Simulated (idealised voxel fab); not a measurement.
voxel self aligned contacts: a process module
The cross-section shown here is cut; it is 280 nm wide and divided into square cells measuring 5 nm on a side.
Bands, listed from the top down, are how a cross-section gets written in this document; the cross-section itself is a grid of square cells, and a band is one or more rows of them. A band entry consists of two parts. The first gives the height of the band's top and the height of its bottom, in nm. The rest lists the band's materials from left to right, each with its width in nm. A single material labelled with the word "full width" fills the band from edge to edge, and the word "blank" marks empty space. Heads up on the height convention: 0 is the point under which the incoming wafer is all one material, and the lowest band has no bottom, it just keeps going down, like "0 down". When a width is written as two numbers, as in "30 to 40", the first number is the width in the top row of cells of the band and the second is the width in its bottom row, and the width changes by the same amount from each row to the next. Take "left unchanged" at face value: in the step it is given for, the cross-section changed in none of its cells. You'll see "Completely sealed voids" listing empty spaces that have no way open to the top, as long as they're 8 cells or more; the notation is width x height at distance, where the distance is from the left edge, and all of it is in nm. If you see something after the settings on a step's line, that's the simulator's own remark about that step. "overlay nm" denotes, for a step that has a mask, the displacement of the mask to the right of its planned place, with negative values corresponding to the left.
-- Planned process steps
1) op RECEIVE | material Si
2) op CONFORMAL_DEP | material SiO2 | thk nm 5
3) op DIRECTIONAL_DEP | material polySi | thk nm 30
4) op DIRECTIONAL_DEP | material SiN | thk nm 15
5) op DIRECTIONAL_DEP | material aC | thk nm 10
6) op PATTERN | tone cover | mask id GATE | material resist | width nm 30 | pitch nm 60 | thk nm 25 | overlay nm 0
7) op DIRECTIONAL_ETCH | etch materials aC | depth nm 10
8) op STRIP | etch materials resist
9) op DIRECTIONAL_ETCH | etch materials SiN | depth nm 15
10) op DIRECTIONAL_ETCH | etch materials polySi | depth nm 30
11) op STRIP | etch materials aC
12) op CONFORMAL_DEP | material SiN | thk nm 5
13) op DIRECTIONAL_ETCH | etch materials SiN | depth nm 5
14) op FILL_DEP | material SiO2 | thk nm 15
15) op CMP | height nm 60
16) op MASKED_ETCH | tone open | mask id CONTACT | width nm 40 | etch materials SiO2 | depth nm 60 | overlay nm 0
17) op CONFORMAL_DEP | material TiN | thk nm 5
18) op FILL_DEP | material W | thk nm 10
19) op CMP | height nm 60
20) op CONFORMAL_DEP | material SiCN | thk nm 5
-- Cross-sectional view of the wafer in its as-received condition, corresponding to the state after step 1
0 down  Si full width
Completely sealed voids: none
-- Cross-section at module end, one run error; start and plan unchanged from above
65 to 60  SiCN full width
60 to 50  SiO2=120  TiN=5 to 15  W=30 to 10  TiN=5 to 15  SiO2=120
50 to 25  SiO2=90  SiN=5  polySi=30  SiN=5  TiN=5  W=10  TiN=5  SiN=5  polySi=30  SiN=5  SiO2=90
25 to 20  SiO2=90  SiN=5  polySi=30  SiN=5  TiN=20  SiN=5  polySi=30  SiN=5  SiO2=90
20 to 5  SiN full width
5 to 0  SiO2 full width
0 down  Si full width
Completely sealed voids: none
Diagnosis: the processing plan was not followed for steps 3 and 4, which were run with their positions exchanged
